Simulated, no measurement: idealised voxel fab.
The name of this process module is voxel ribs on slabs.
It is cross-section cut that appears here, measuring 185 nm in width, its square cells being 5 nm in size.
Throughout this document, each cross-section is represented as a grid of square cells and is presented as a sequence of bands enumerated from the top downward, where a band comprises one or more rows of cells.
In this notation a band is specified by the heights of its top and bottom, in that order and in nm, after which its materials appear from left to right, each paired with its width in nm. The word "all across" attached to a single material means that material fills the band from edge to edge; the word "air" stands for empty space.
Below 0: as-received wafer, all one material; heights counted from there. Lowest band: no bottom, goes on down, written "0..down".
So if you see something like "30 to 40" for the width, read it as the top row of the band sitting at the first number and the bottom row at the second, with every row in between moving by the same amount as the last.
Step note "identical to before" = no cross-section cell changed.
Entry "Unvented voids" = empty spaces >= 8 cells with no open way to the top; each as width x height at distance, distance from left edge, all nm.
after a step's settings: what the simulator itself notes on the step
overlay nm: for a step with a mask, the amount by which the mask lay right of where it was planned; a negative amount means left of it.
[This section lists the process steps that were planned]
step 1: RECEIVE, material Si
step 2: DIRECTIONAL_DEP, material SiO2, thk nm 20
step 3: DIRECTIONAL_DEP, material polySi, thk nm 15
step 4: MASKED_ETCH, tone cover, mask id RIB, width nm 15, etch materials polySi, depth nm 5, overlay nm 0
step 5: MASKED_ETCH, tone cover, mask id SLAB, width nm 55, etch materials polySi, depth nm 10, overlay nm 0
step 6: FILL_DEP, material SiO2, thk nm 20
step 7: CMP, height nm 45
step 8: DIRECTIONAL_DEP, material TiN, thk nm 5
step 9: DIRECTIONAL_DEP, material aC, thk nm 10
step 10: PATTERN, tone cover, mask id HEATER, material resist, width nm 25, thk nm 30, overlay nm 0
step 11: DIRECTIONAL_ETCH, etch materials aC, depth nm 10
step 12: STRIP, etch materials resist
step 13: DIRECTIONAL_ETCH, etch materials TiN, depth nm 5
step 14: STRIP, etch materials aC
step 15: CONFORMAL_DEP, material SiN, thk nm 5
[This is the cross-section of the wafer as we received it, i.e. after step 1]
    0..down  Si all across
    Unvented voids: none
[Cross-sectional result after module completion. Note: starting condition and plan are unchanged from above; one processing mistake was made]
    55..50  air 75 nm  SiN 35 nm  air 75 nm
    50..45  SiN 80 nm  TiN 25 nm  SiN 80 nm
    45..35  SiO2 all across
    35..30  SiO2 65 nm  polySi 20 nm  SiO2 15 nm  polySi 20 nm  SiO2 65 nm
    30..25  SiO2 65 nm  polySi 55 nm  SiO2 65 nm
    25..20  polySi all across
    20..0  SiO2 all across
    0..down  Si all across
    Unvented voids: none
Short version of what went wrong: step 4 went in with a setting other than planned; the actual run was MASKED_ETCH, tone open, mask id RIB, width nm 15, etch materials polySi, depth nm 5, overlay nm 0
